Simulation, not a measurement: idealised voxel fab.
Process module, titled voxel capacitor over wiring
Xsec cut, 220 nm wide, square cell size 5 nm.
Cross-section = grid of square cells, listed top down in bands; band = one or more rows.
Quick guide to a band line: top height, bottom height (nm) up front; then every material left to right with its width in nm. Only one material and it's marked "edge to edge"? Then it fills the band edge to edge. And "blank" just means empty space.
Heights are measured from 0, the level below which the as-received wafer is all one material; the lowest band has no bottom and continues downward, written as in "from 0 down".
The notation "30->40" denotes a width that varies across the rows of cells in the band, beginning at the first number in the top row, finishing at the second number in the bottom row, and changing by an identical amount from each row to the next.
What does "remained unchanged" mean for a step? It means no cell of the cross-section changed in that step.
The label "Voids lacking openings" introduces a list of the empty spaces, 8 cells or larger, that have no open way up to the top; each entry in it reads width x height at distance, where the distance is taken from the left edge and all three are stated in nm.
Note: text after step settings on the step line = simulator remark on that step.
overlay nm: right-of-plan distance of the mask on a masked step; negative values mean left-of-plan.
Read each pair as before and after one process step. The after cross-section shows only down to the lowest band that changed. The step between them and its settings are given below the pair. Pairs can come from different runs of this module on the same starting wafer. A pair continues from the pair above only where its "Pre-step snapshot" entry says so.
Pre-step snapshot
	from 50 to 35: 65 SiO2; 15 blank; 140 SiO2
	from 35 to 30: SiCN edge to edge
	from 30 to 15: 60 SiO2; 5 SiCN; 20 W; 5 SiCN; 40 SiO2; 5 SiCN; 20 W; 5 SiCN; 60 SiO2
	from 15 to 10: 65 SiCN; 20 TiN; 50 SiCN; 20 TiN; 65 SiCN
	from 10 to 0: SiO2 edge to edge
	from 0 down: Si edge to edge
	Voids lacking openings: none
Resultant Cross-Section
	from 50 to 35: 65 SiO2; 15 blank; 140 SiO2
	from 35 to 30: 70 SiCN; 10 blank; 140 SiCN
	Under 30: no change, same as before.
	Voids lacking openings: none
Can you say which step sits between the two cross-sections above? MASKED_ETCH (tone open; mask id PLUG_1; width nm 15; etch materials SiCN; depth nm 5; overlay nm 0)
Pre-step snapshot: = after-state of the pair above.
Resultant Cross-Section
	from 55 to 50: 70 TiN; 5 blank; 145 TiN
	from 50 to 40: 65 SiO2; 5 TiN; 5 blank; 5 TiN; 140 SiO2
	from 40 to 35: 65 SiO2; 15 TiN; 140 SiO2
	from 35 to 30: 70 SiCN; 10 TiN; 140 SiCN
	Under 30: no change, same as before.
	Voids lacking openings: none
Can you say which step sits between the two cross-sections above? CONFORMAL_DEP (material TiN; thk nm 5)
Pre-step snapshot: = after-state of the pair above.
Resultant Cross-Section
	from 60 to 55: Ru edge to edge
	from 55 to 50: 70 TiN; 5 Ru; 145 TiN
	from 50 to 40: 65 SiO2; 5 TiN; 5 Ru; 5 TiN; 140 SiO2
	Under 40: no change, same as before.
	Voids lacking openings: none
Can you say which step sits between the two cross-sections above? FILL_DEP (material Ru; thk nm 5)
Pre-step snapshot: = after-state of the pair above.
Resultant Cross-Section
	from 50 to 40: 65 SiO2; 5 TiN; 5 Ru; 5 TiN; 140 SiO2
	Under 40: no change, same as before.
	Voids lacking openings: none
Can you say which step sits between the two cross-sections above? CMP (height nm 50)
Pre-step snapshot: = after-state of the pair above.
Resultant Cross-Section
	from 60 to 50: TiN edge to edge
	Under 50: no change, same as before.
	Voids lacking openings: none
Can you say which step sits between the two cross-sections above? DIRECTIONAL_DEP (material TiN; thk nm 10)
Pre-step snapshot: = after-state of the pair above.
Resultant Cross-Section
	from 65 to 60: HfO2 edge to edge
	Under 60: no change, same as before.
	Voids lacking openings: none
Can you say which step sits between the two cross-sections above? DIRECTIONAL_DEP (material HfO2; thk nm 5)
Pre-step snapshot: = after-state of the pair above.
Resultant Cross-Section
	from 70 to 65: TiN edge to edge
	Under 65: no change, same as before.
	Voids lacking openings: none
Can you say which step sits between the two cross-sections above? DIRECTIONAL_DEP (material TiN; thk nm 5)
Pre-step snapshot: = after-state of the pair above.
Resultant Cross-Section
	from 85 to 70: 70 blank; 55 resist; 95 blank
	Under 70: no change, same as before.
	Voids lacking openings: none
Can you say which step sits between the two cross-sections above? PATTERN (tone cover; mask id UPPER_PLATE; material resist; width nm 55; thk nm 15; overlay nm 0)
Pre-step snapshot: = after-state of the pair above.
Resultant Cross-Section
	from 85 to 70: 70 blank; 55 resist; 95 blank
	from 70 to 65: 70 blank; 55 TiN; 95 blank
	Under 65: no change, same as before.
	Voids lacking openings: none
Can you say which step sits between the two cross-sections above? DIRECTIONAL_ETCH (etch materials TiN; depth nm 5)
Pre-step snapshot: = after-state of the pair above.
Resultant Cross-Section
	from 85 to 70: 70 blank; 55 resist; 95 blank
	from 70 to 65: 70 blank; 55 TiN; 95 blank
	from 65 to 60: 70 blank; 55 HfO2; 95 blank
	Under 60: no change, same as before.
	Voids lacking openings: none
Can you say which step sits between the two cross-sections above? DIRECTIONAL_ETCH (etch materials HfO2; depth nm 5)
Pre-step snapshot: = after-state of the pair above.
Resultant Cross-Section
	from 70 to 65: 70 blank; 55 TiN; 95 blank
	Under 65: no change, same as before.
	Voids lacking openings: none
Can you say which step sits between the two cross-sections above? STRIP (etch materials resist)
Pre-step snapshot: = after-state of the pair above.
Resultant Cross-Section
	from 80 to 70: 70 blank; 55 aC; 95 blank
	from 70 to 65: 70 aC; 55 TiN; 95 aC
	from 65 to 60: 70 aC; 55 HfO2; 95 aC
	Under 60: no change, same as before.
	Voids lacking openings: none
Can you say which step sits between the two cross-sections above? DIRECTIONAL_DEP (material aC; thk nm 10)
Pre-step snapshot: = after-state of the pair above.
Resultant Cross-Section
	from 105 to 80: 65 blank; 65 resist; 90 blank
	from 80 to 70: 65 blank; 5 resist; 55 aC; 5 resist; 90 blank
	Under 70: no change, same as before.
	Voids lacking openings: none
Can you say which step sits between the two cross-sections above? PATTERN (tone cover; mask id LOWER_PLATE; material resist; width nm 65; thk nm 25; overlay nm 0)
Pre-step snapshot: = after-state of the pair above.
Resultant Cross-Section
	from 95 to 80: 65 blank; 65 resist; 90 blank
	from 80 to 70: 65 blank; 5 resist; 55 aC; 5 resist; 90 blank
	from 70 to 65: 65 blank; 5 aC; 55 TiN; 5 aC; 90 blank
	from 65 to 60: 65 blank; 5 aC; 55 HfO2; 5 aC; 90 blank
	Under 60: no change, same as before.
	Voids lacking openings: none
Can you say which step sits between the two cross-sections above? DIRECTIONAL_ETCH (etch materials aC; depth nm 10)
Pre-step snapshot: = after-state of the pair above.
Resultant Cross-Section
	from 80 to 70: 70 blank; 55 aC; 95 blank
	Under 70: no change, same as before.
	Voids lacking openings: none
Can you say which step sits between the two cross-sections above? STRIP (etch materials resist)
Pre-step snapshot: = after-state of the pair above.
Resultant Cross-Section
	from 80 to 70: 70 blank; 55 aC; 95 blank
	from 70 to 65: 65 blank; 5 aC; 55 TiN; 5 aC; 90 blank
	from 65 to 60: 65 blank; 5 aC; 55 HfO2; 5 aC; 90 blank
	from 60 to 50: 65 blank; 65 TiN; 90 blank
	Under 50: no change, same as before.
	Voids lacking openings: none
Can you say which step sits between the two cross-sections above? DIRECTIONAL_ETCH (etch materials TiN; depth nm 10)
Pre-step snapshot: = after-state of the pair above.
Resultant Cross-Section
	from 70 to 65: 70 blank; 55 TiN; 95 blank
	from 65 to 60: 70 blank; 55 HfO2; 95 blank
	Under 60: no change, same as before.
	Voids lacking openings: none
Can you say which step sits between the two cross-sections above? STRIP (etch materials aC)
Pre-step snapshot: = after-state of the pair above.
Resultant Cross-Section
	from 85 to 70: SiO2 edge to edge
	from 70 to 65: 70 SiO2; 55 TiN; 95 SiO2
	from 65 to 60: 70 SiO2; 55 HfO2; 95 SiO2
	from 60 to 50: 65 SiO2; 65 TiN; 90 SiO2
	Under 50: no change, same as before.
	Voids lacking openings: none
Can you say which step sits between the two cross-sections above? FILL_DEP (material SiO2; thk nm 15)
Pre-step snapshot: = after-state of the pair above.
Resultant Cross-Section
	from 80 to 70: SiO2 edge to edge
	Under 70: no change, same as before.
	Voids lacking openings: none
Can you say which step sits between the two cross-sections above? CMP (height nm 80)
Pre-step snapshot: = after-state of the pair above.
Resultant Cross-Section
	from 100 to 80: 80 resist; 15 blank; 125 resist
	Under 80: no change, same as before.
	Voids lacking openings: none
Can you say which step sits between the two cross-sections above? PATTERN (tone open; mask id PLUG_2; material resist; width nm 15; thk nm 20; overlay nm 0)
Pre-step snapshot: = after-state of the pair above.
Resultant Cross-Section
	from 100 to 80: 80 resist; 15 blank; 125 resist
	from 80 to 70: 80 SiO2; 15 blank; 125 SiO2
	Under 70: no change, same as before.
	Voids lacking openings: none
Can you say which step sits between the two cross-sections above? DIRECTIONAL_ETCH (etch materials SiO2; depth nm 10)
Pre-step snapshot: = after-state of the pair above.
Resultant Cross-Section
	from 80 to 70: 80 SiO2; 15 blank; 125 SiO2
	Under 70: no change, same as before.
	Voids lacking openings: none
Can you say which step sits between the two cross-sections above? STRIP (etch materials resist)
Pre-step snapshot: = after-state of the pair above.
Resultant Cross-Section
	from 85 to 80: 85 TiN; 5 blank; 130 TiN
	from 80 to 75: 80 SiO2; 5 TiN; 5 blank; 5 TiN; 125 SiO2
	from 75 to 65: 80->70 SiO2; 15->55 TiN; 125->95 SiO2
	Under 65: no change, same as before.
	Voids lacking openings: none
Can you say which step sits between the two cross-sections above? CONFORMAL_DEP (material TiN; thk nm 5)
Pre-step snapshot: = after-state of the pair above.
Resultant Cross-Section
	from 95 to 85: Ru edge to edge
	from 85 to 80: 85 TiN; 5 Ru; 130 TiN
	from 80 to 75: 80 SiO2; 5 TiN; 5 Ru; 5 TiN; 125 SiO2
	Under 75: no change, same as before.
	Voids lacking openings: none
Can you say which step sits between the two cross-sections above? FILL_DEP (material Ru; thk nm 10)
Pre-step snapshot: = after-state of the pair above.
Resultant Cross-Section
	from 80 to 75: 80 SiO2; 5 TiN; 5 Ru; 5 TiN; 125 SiO2
	Under 75: no change, same as before.
	Voids lacking openings: none
Can you say which step sits between the two cross-sections above? CMP (height nm 80)
Pre-step snapshot: = after-state of the pair above.
Resultant Cross-Section
	from 85 to 80: SiN edge to edge
	Under 80: no change, same as before.
	Voids lacking openings: none
Can you say which step sits between the two cross-sections above? CONFORMAL_DEP (material SiN; thk nm 5)
Pre-step snapshot
	from 70 to 65: 70 blank; 55 TiN; 95 blank
	from 65 to 60: 70 blank; 55 HfO2; 95 blank
	from 60 to 50: 65 blank; 65 TiN; 90 blank
	from 50 to 35: 70 SiO2; 5 TiN; 5 Ru; 5 TiN; 135 SiO2
	from 35 to 30: 70 SiCN; 15 TiN; 135 SiCN
	from 30 to 15: 60 SiO2; 5 SiCN; 20 W; 5 SiCN; 40 SiO2; 5 SiCN; 20 W; 5 SiCN; 60 SiO2
	from 15 to 10: 65 SiCN; 20 TiN; 50 SiCN; 20 TiN; 65 SiCN
	from 10 to 0: SiO2 edge to edge
	from 0 down: Si edge to edge
	Voids lacking openings: none
Resultant Cross-Section
	from 85 to 70: SiN edge to edge
	from 70 to 65: 70 SiN; 55 TiN; 95 SiN
	from 65 to 60: 70 SiN; 55 HfO2; 95 SiN
	from 60 to 50: 65 SiN; 65 TiN; 90 SiN
	Under 50: no change, same as before.
	Voids lacking openings: none
Can you say which step sits between the two cross-sections above? FILL_DEP (material SiN; thk nm 15)
Pre-step snapshot: = after-state of the pair above.
Resultant Cross-Section
	from 80 to 70: SiN edge to edge
	Under 70: no change, same as before.
	Voids lacking openings: none
Can you say which step sits between the two cross-sections above? CMP (height nm 80)
Pre-step snapshot: = after-state of the pair above.
Resultant Cross-Section
	from 100 to 80: 80 resist; 15 blank; 125 resist
	Under 80: no change, same as before.
	Voids lacking openings: none
Can you say which step sits between the two cross-sections above? PATTERN (tone open; mask id PLUG_2; material resist; width nm 15; thk nm 20; overlay nm 0)
Pre-step snapshot: = after-state of the pair above.
Resultant Cross-Section
	from 80 to 70: SiN edge to edge
	Under 70: no change, same as before.
	Voids lacking openings: none
Can you say which step sits between the two cross-sections above? STRIP (etch materials resist)
Pre-step snapshot: = after-state of the pair above.
Resultant Cross-Section
	from 85 to 80: TiN edge to edge
	Under 80: no change, same as before.
	Voids lacking openings: none
Can you say which step sits between the two cross-sections above? CONFORMAL_DEP (material TiN; thk nm 5)
Pre-step snapshot: = after-state of the pair above.
Resultant Cross-Section
	from 95 to 85: Ru edge to edge
	Under 85: no change, same as before.
	Voids lacking openings: none
Can you say which step sits between the two cross-sections above? FILL_DEP (material Ru; thk nm 10)
Pre-step snapshot: = after-state of the pair above.
Resultant Cross-Section
	from 80 to 70: SiN edge to edge
	Under 70: no change, same as before.
	Voids lacking openings: none
Can you say which step sits between the two cross-sections above? CMP (height nm 80)
Pre-step snapshot: = after-state of the pair above.
Resultant Cross-Section
	from 85 to 70: SiN edge to edge
	Under 70: no change, same as before.
	Voids lacking openings: none
Can you say which step sits between the two cross-sections above? CONFORMAL_DEP (material SiN; thk nm 5)
Pre-step snapshot
	from 50 to 35: SiO2 edge to edge
	from 35 to 30: SiCN edge to edge
	from 30 to 15: 60 SiO2; 5 SiCN; 20 W; 5 SiCN; 40 SiO2; 5 SiCN; 20 W; 5 SiCN; 60 SiO2
	from 15 to 10: 65 SiCN; 20 TiN; 50 SiCN; 20 TiN; 65 SiCN
	from 10 to 0: SiO2 edge to edge
	from 0 down: Si edge to edge
	Voids lacking openings: none
Resultant Cross-Section
	from 50 to 35: 70 blank; 15 SiO2; 135 blank
	Under 35: no change, same as before.
	Voids lacking openings: none
Can you say which step sits between the two cross-sections above? MASKED_ETCH (tone cover; mask id PLUG_1; width nm 15; etch materials SiO2; depth nm 15; overlay nm 0)
Pre-step snapshot: = after-state of the pair above.
Resultant Cross-Section
	from 55 to 50: 65 blank; 25 TiN; 130 blank
	from 50 to 40: 65 blank; 5 TiN; 15 SiO2; 5 TiN; 130 blank
	from 40 to 35: 70 TiN; 15 SiO2; 135 TiN
	Under 35: no change, same as before.
	Voids lacking openings: none
Can you say which step sits between the two cross-sections above? CONFORMAL_DEP (material TiN; thk nm 5)
Pre-step snapshot: = after-state of the pair above.
Resultant Cross-Section
	from 60 to 55: Ru edge to edge
	from 55 to 50: 65 Ru; 25 TiN; 130 Ru
	from 50 to 40: 65 Ru; 5 TiN; 15 SiO2; 5 TiN; 130 Ru
	Under 40: no change, same as before.
	Voids lacking openings: none
Can you say which step sits between the two cross-sections above? FILL_DEP (material Ru; thk nm 5)
Pre-step snapshot: = after-state of the pair above.
Resultant Cross-Section
	from 50 to 40: 65 Ru; 5 TiN; 15 SiO2; 5 TiN; 130 Ru
	Under 40: no change, same as before.
	Voids lacking openings: none
Can you say which step sits between the two cross-sections above? CMP (height nm 50)
Pre-step snapshot: = after-state of the pair above.
Resultant Cross-Section
	from 60 to 50: TiN edge to edge
	Under 50: no change, same as before.
	Voids lacking openings: none
Can you say which step sits between the two cross-sections above? DIRECTIONAL_DEP (material TiN; thk nm 10)
Pre-step snapshot: = after-state of the pair above.
Resultant Cross-Section
	from 65 to 60: HfO2 edge to edge
	Under 60: no change, same as before.
	Voids lacking openings: none
Can you say which step sits between the two cross-sections above? DIRECTIONAL_DEP (material HfO2; thk nm 5)
Pre-step snapshot: = after-state of the pair above.
Resultant Cross-Section
	from 70 to 65: TiN edge to edge
	Under 65: no change, same as before.
	Voids lacking openings: none
Can you say which step sits between the two cross-sections above? DIRECTIONAL_DEP (material TiN; thk nm 5)
Pre-step snapshot: = after-state of the pair above.
Resultant Cross-Section
	from 85 to 70: 70 blank; 55 resist; 95 blank
	Under 70: no change, same as before.
	Voids lacking openings: none
Can you say which step sits between the two cross-sections above? PATTERN (tone cover; mask id UPPER_PLATE; material resist; width nm 55; thk nm 15; overlay nm 0)
Pre-step snapshot: = after-state of the pair above.
Resultant Cross-Section
	from 85 to 70: 70 blank; 55 resist; 95 blank
	from 70 to 65: 70 blank; 55 TiN; 95 blank
	Under 65: no change, same as before.
	Voids lacking openings: none
Can you say which step sits between the two cross-sections above? DIRECTIONAL_ETCH (etch materials TiN; depth nm 5)
Pre-step snapshot: = after-state of the pair above.
Resultant Cross-Section
	from 85 to 70: 70 blank; 55 resist; 95 blank
	from 70 to 65: 70 blank; 55 TiN; 95 blank
	from 65 to 60: 70 blank; 55 HfO2; 95 blank
	Under 60: no change, same as before.
	Voids lacking openings: none
Can you say which step sits between the two cross-sections above? DIRECTIONAL_ETCH (etch materials HfO2; depth nm 5)
Pre-step snapshot: = after-state of the pair above.
Resultant Cross-Section
	from 70 to 65: 70 blank; 55 TiN; 95 blank
	Under 65: no change, same as before.
	Voids lacking openings: none
Can you say which step sits between the two cross-sections above? STRIP (etch materials resist)
Pre-step snapshot: = after-state of the pair above.
Resultant Cross-Section
	from 80 to 70: 70 blank; 55 aC; 95 blank
	from 70 to 65: 70 aC; 55 TiN; 95 aC
	from 65 to 60: 70 aC; 55 HfO2; 95 aC
	Under 60: no change, same as before.
	Voids lacking openings: none
Can you say which step sits between the two cross-sections above? DIRECTIONAL_DEP (material aC; thk nm 10)
Pre-step snapshot: = after-state of the pair above.
Resultant Cross-Section
	from 105 to 80: 65 blank; 65 resist; 90 blank
	from 80 to 70: 65 blank; 5 resist; 55 aC; 5 resist; 90 blank
	Under 70: no change, same as before.
	Voids lacking openings: none
Can you say which step sits between the two cross-sections above? PATTERN (tone cover; mask id LOWER_PLATE; material resist; width nm 65; thk nm 25; overlay nm 0)
Pre-step snapshot: = after-state of the pair above.
Resultant Cross-Section
	from 95 to 80: 65 blank; 65 resist; 90 blank
	from 80 to 70: 65 blank; 5 resist; 55 aC; 5 resist; 90 blank
	from 70 to 65: 65 blank; 5 aC; 55 TiN; 5 aC; 90 blank
	from 65 to 60: 65 blank; 5 aC; 55 HfO2; 5 aC; 90 blank
	Under 60: no change, same as before.
	Voids lacking openings: none
Can you say which step sits between the two cross-sections above? DIRECTIONAL_ETCH (etch materials aC; depth nm 10)
Pre-step snapshot: = after-state of the pair above.
Resultant Cross-Section
	from 80 to 70: 70 blank; 55 aC; 95 blank
	Under 70: no change, same as before.
	Voids lacking openings: none
Can you say which step sits between the two cross-sections above? STRIP (etch materials resist)
Pre-step snapshot: = after-state of the pair above.
Resultant Cross-Section
	from 80 to 70: 70 blank; 55 aC; 95 blank
	from 70 to 65: 65 blank; 5 aC; 55 TiN; 5 aC; 90 blank
	from 65 to 60: 65 blank; 5 aC; 55 HfO2; 5 aC; 90 blank
	from 60 to 50: 65 blank; 65 TiN; 90 blank
	Under 50: no change, same as before.
	Voids lacking openings: none
Can you say which step sits between the two cross-sections above? DIRECTIONAL_ETCH (etch materials TiN; depth nm 10)
Pre-step snapshot: = after-state of the pair above.
Resultant Cross-Section
	from 70 to 65: 70 blank; 55 TiN; 95 blank
	from 65 to 60: 70 blank; 55 HfO2; 95 blank
	Under 60: no change, same as before.
	Voids lacking openings: none
Can you say which step sits between the two cross-sections above? STRIP (etch materials aC)
Pre-step snapshot: = after-state of the pair above.
Resultant Cross-Section
	from 85 to 70: SiO2 edge to edge
	from 70 to 65: 70 SiO2; 55 TiN; 95 SiO2
	from 65 to 60: 70 SiO2; 55 HfO2; 95 SiO2
	from 60 to 50: 65 SiO2; 65 TiN; 90 SiO2
	Under 50: no change, same as before.
	Voids lacking openings: none
Can you say which step sits between the two cross-sections above? FILL_DEP (material SiO2; thk nm 15)
Pre-step snapshot: = after-state of the pair above.
Resultant Cross-Section
	from 80 to 70: SiO2 edge to edge
	Under 70: no change, same as before.
	Voids lacking openings: none
Can you say which step sits between the two cross-sections above? CMP (height nm 80)
Pre-step snapshot: = after-state of the pair above.
Resultant Cross-Section
	from 100 to 80: 80 resist; 15 blank; 125 resist
	Under 80: no change, same as before.
	Voids lacking openings: none
Can you say which step sits between the two cross-sections above? PATTERN (tone open; mask id PLUG_2; material resist; width nm 15; thk nm 20; overlay nm 0)
Pre-step snapshot: = after-state of the pair above.
Resultant Cross-Section
	from 100 to 80: 80 resist; 15 blank; 125 resist
	from 80 to 70: 80 SiO2; 15 blank; 125 SiO2
	Under 70: no change, same as before.
	Voids lacking openings: none
Can you say which step sits between the two cross-sections above? DIRECTIONAL_ETCH (etch materials SiO2; depth nm 10)
Pre-step snapshot: = after-state of the pair above.
Resultant Cross-Section
	from 80 to 70: 80 SiO2; 15 blank; 125 SiO2
	Under 70: no change, same as before.
	Voids lacking openings: none
Can you say which step sits between the two cross-sections above? STRIP (etch materials resist)
Pre-step snapshot: = after-state of the pair above.
Resultant Cross-Section
	from 85 to 80: 85 TiN; 5 blank; 130 TiN
	from 80 to 75: 80 SiO2; 5 TiN; 5 blank; 5 TiN; 125 SiO2
	from 75 to 65: 80->70 SiO2; 15->55 TiN; 125->95 SiO2
	Under 65: no change, same as before.
	Voids lacking openings: none
Can you say which step sits between the two cross-sections above? CONFORMAL_DEP (material TiN; thk nm 5)
Pre-step snapshot: = after-state of the pair above.
Resultant Cross-Section
	from 95 to 85: Ru edge to edge
	from 85 to 80: 85 TiN; 5 Ru; 130 TiN
	from 80 to 75: 80 SiO2; 5 TiN; 5 Ru; 5 TiN; 125 SiO2
	Under 75: no change, same as before.
	Voids lacking openings: none
Can you say which step sits between the two cross-sections above? FILL_DEP (material Ru; thk nm 10)
Pre-step snapshot: = after-state of the pair above.
Resultant Cross-Section
	from 80 to 75: 80 SiO2; 5 TiN; 5 Ru; 5 TiN; 125 SiO2
	Under 75: no change, same as before.
	Voids lacking openings: none
Can you say which step sits between the two cross-sections above? CMP (height nm 80)
Pre-step snapshot: = after-state of the pair above.
Resultant Cross-Section
	from 85 to 80: SiN edge to edge
	Under 80: no change, same as before.
	Voids lacking openings: none
Can you say which step sits between the two cross-sections above? CONFORMAL_DEP (material SiN; thk nm 5)
